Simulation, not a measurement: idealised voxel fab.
A process module follows: voxel gate over fins.
Section shown: cut. Width: 235 nm. Cell size: 5 nm, square.
Each cross-section below is a grid of square cells, stated as bands in top-down order, with one or more rows of cells making up each band.
First you get the band's top height and its bottom height, in nm, and then the materials it's made of, left to right, with each width in nm. If you see a single material with "all across", that one covers the band edge to edge. "empty" is empty space.
Counting heights begins at 0, where everything beneath is, in the wafer as received, one material. The lowest band has no bottom; it goes on downwards, as "0 -> down" shows.
With a width like "30->40", each row of cells in the band differs from the next by the same amount, the top row carrying the first number and the bottom row the second.
"no alteration" -> step changed no cross-section cell.
"Closed void register": sealed empty spaces, 8 cells or more, no open way to top, listed width x height at distance, with distance from the left edge and width, height and distance in nm.
Formally, on a step line, whatever follows the settings is a remark that the simulator itself makes on the step.
If you see "overlay nm" on a step's line and that step has a mask, it's telling you how far right of where it was planned the mask ended up; a negative number means it went left instead.

The planned process steps are enumerated hereunder
1. RECEIVE (material Si)
2. CONFORMAL_DEP (material SiN; thk nm 5)
3. PATTERN (tone cover; mask id FINS; material resist; width nm 15; pitch nm 35; thk nm 15; overlay nm 0)
4. DIRECTIONAL_ETCH (etch materials SiN; depth nm 5)
5. DIRECTIONAL_ETCH (etch materials Si; depth nm 35)
6. STRIP (etch materials resist)
7. FILL_DEP (material SiO2; thk nm 5)
8. CMP (height nm 5)
9. SELECTIVE_ETCH (etch materials SiO2; depth nm 15)
10. STRIP (etch materials SiN)
11. CONFORMAL_DEP (material HfO2; thk nm 5)
12. CONFORMAL_DEP (material TiN; thk nm 5)
13. FILL_DEP (material W; thk nm 10)
14. CMP (height nm 15)
15. CONFORMAL_DEP (material SiN; thk nm 5)

First of two wafers - as planned

Shown in cross-section is the wafer as received, that is, as it stands after step 1
0 -> down  Si all across
Closed void register: none

The following cross-section depicts the wafer upon completion of step 2
5 -> 0  SiN all across
All layers under 0 are left as they were.

The following cross-section depicts the wafer upon completion of step 3
20 -> 5  empty: 75  resist: 15  empty: 20  resist: 15  empty: 20  resist: 15  empty: 75
All layers under 5 are left as they were.

The following cross-section depicts the wafer upon completion of step 4
20 -> 5  empty: 75  resist: 15  empty: 20  resist: 15  empty: 20  resist: 15  empty: 75
5 -> 0  empty: 75  SiN: 15  empty: 20  SiN: 15  empty: 20  SiN: 15  empty: 75
All layers under 0 are left as they were.

The following cross-section depicts the wafer upon completion of step 5
20 -> 5  empty: 75  resist: 15  empty: 20  resist: 15  empty: 20  resist: 15  empty: 75
5 -> 0  empty: 75  SiN: 15  empty: 20  SiN: 15  empty: 20  SiN: 15  empty: 75
0 -> -35  empty: 75  Si: 15  empty: 20  Si: 15  empty: 20  Si: 15  empty: 75
All layers under -35 are left as they were.

The following cross-section depicts the wafer upon completion of step 6
5 -> 0  empty: 75  SiN: 15  empty: 20  SiN: 15  empty: 20  SiN: 15  empty: 75
All layers under 0 are left as they were.

The following cross-section depicts the wafer upon completion of step 7
10 -> 5  SiO2 all across
5 -> 0  SiO2: 75  SiN: 15  SiO2: 20  SiN: 15  SiO2: 20  SiN: 15  SiO2: 75
0 -> -35  SiO2: 75  Si: 15  SiO2: 20  Si: 15  SiO2: 20  Si: 15  SiO2: 75
All layers under -35 are left as they were.

The following cross-section depicts the wafer upon completion of step 8
5 -> 0  SiO2: 75  SiN: 15  SiO2: 20  SiN: 15  SiO2: 20  SiN: 15  SiO2: 75
All layers under 0 are left as they were.

The following cross-section depicts the wafer upon completion of step 9
5 -> 0  empty: 75  SiN: 15  empty: 20  SiN: 15  empty: 20  SiN: 15  empty: 75
0 -> -10  empty: 75  Si: 15  empty: 20  Si: 15  empty: 20  Si: 15  empty: 75
All layers under -10 are left as they were.

The following cross-section depicts the wafer upon completion of step 10
0 -> -10  empty: 75  Si: 15  empty: 20  Si: 15  empty: 20  Si: 15  empty: 75
All layers under -10 are left as they were.

The following cross-section depicts the wafer upon completion of step 11
5 -> 0  empty: 70  HfO2: 25  empty: 10  HfO2: 25  empty: 10  HfO2: 25  empty: 70
0 -> -5  empty: 70  HfO2: 5  Si: 15  HfO2: 5  empty: 10  HfO2: 5  Si: 15  HfO2: 5  empty: 10  HfO2: 5  Si: 15  HfO2: 5  empty: 70
-5 -> -10  HfO2: 75  Si: 15  HfO2: 20  Si: 15  HfO2: 20  Si: 15  HfO2: 75
All layers under -10 are left as they were.

The following cross-section depicts the wafer upon completion of step 12
10 -> 5  empty: 65  TiN: 105  empty: 65
5 -> 0  empty: 65  TiN: 5  HfO2: 25  TiN: 10  HfO2: 25  TiN: 10  HfO2: 25  TiN: 5  empty: 65
0 -> -5  TiN: 70  HfO2: 5  Si: 15  HfO2: 5  TiN: 10  HfO2: 5  Si: 15  HfO2: 5  TiN: 10  HfO2: 5  Si: 15  HfO2: 5  TiN: 70
All layers under -5 are left as they were.

The following cross-section depicts the wafer upon completion of step 13
20 -> 10  W all across
10 -> 5  W: 65  TiN: 105  W: 65
5 -> 0  W: 65  TiN: 5  HfO2: 25  TiN: 10  HfO2: 25  TiN: 10  HfO2: 25  TiN: 5  W: 65
All layers under 0 are left as they were.

The following cross-section depicts the wafer upon completion of step 14
15 -> 10  W all across
All layers under 10 are left as they were.

The following cross-section depicts the wafer upon completion of step 15
20 -> 15  SiN all across
All layers under 15 are left as they were.

The second wafer began exactly as the first did and followed the same plan, but one mistake was made while running it; through step 10 inclusive, the two wafers are identical

Second wafer cross-section, taken as of the time the plan sets for step 11 to be done
5 -> 0  empty: 70  TiN: 25  empty: 10  TiN: 25  empty: 10  TiN: 25  empty: 70
0 -> -5  empty: 70  TiN: 5  Si: 15  TiN: 5  empty: 10  TiN: 5  Si: 15  TiN: 5  empty: 10  TiN: 5  Si: 15  TiN: 5  empty: 70
-5 -> -10  TiN: 75  Si: 15  TiN: 20  Si: 15  TiN: 20  Si: 15  TiN: 75
All layers under -10 are left as they were.

Second wafer cross-section, taken as of the time the plan sets for step 12 to be done
10 -> 5  empty: 65  HfO2: 105  empty: 65
5 -> 0  empty: 65  HfO2: 5  TiN: 25  HfO2: 10  TiN: 25  HfO2: 10  TiN: 25  HfO2: 5  empty: 65
0 -> -5  HfO2: 70  TiN: 5  Si: 15  TiN: 5  HfO2: 10  TiN: 5  Si: 15  TiN: 5  HfO2: 10  TiN: 5  Si: 15  TiN: 5  HfO2: 70
All layers under -5 are left as they were.

Second wafer cross-section, taken as of the time the plan sets for step 13 to be done
20 -> 10  W all across
10 -> 5  W: 65  HfO2: 105  W: 65
5 -> 0  W: 65  HfO2: 5  TiN: 25  HfO2: 10  TiN: 25  HfO2: 10  TiN: 25  HfO2: 5  W: 65
All layers under 0 are left as they were.

Second wafer cross-section, taken as of the time the plan sets for step 14 to be done
15 -> 10  W all across
All layers under 10 are left as they were.

Second wafer cross-section, taken as of the time the plan sets for step 15 to be done
20 -> 15  SiN all across
All layers under 15 are left as they were.
what went wrong: sequence error: steps 11 and 12 interchanged
At the end, each material covers as many cells on the second wafer as it does on the first, though the cells it covers are elsewhere.
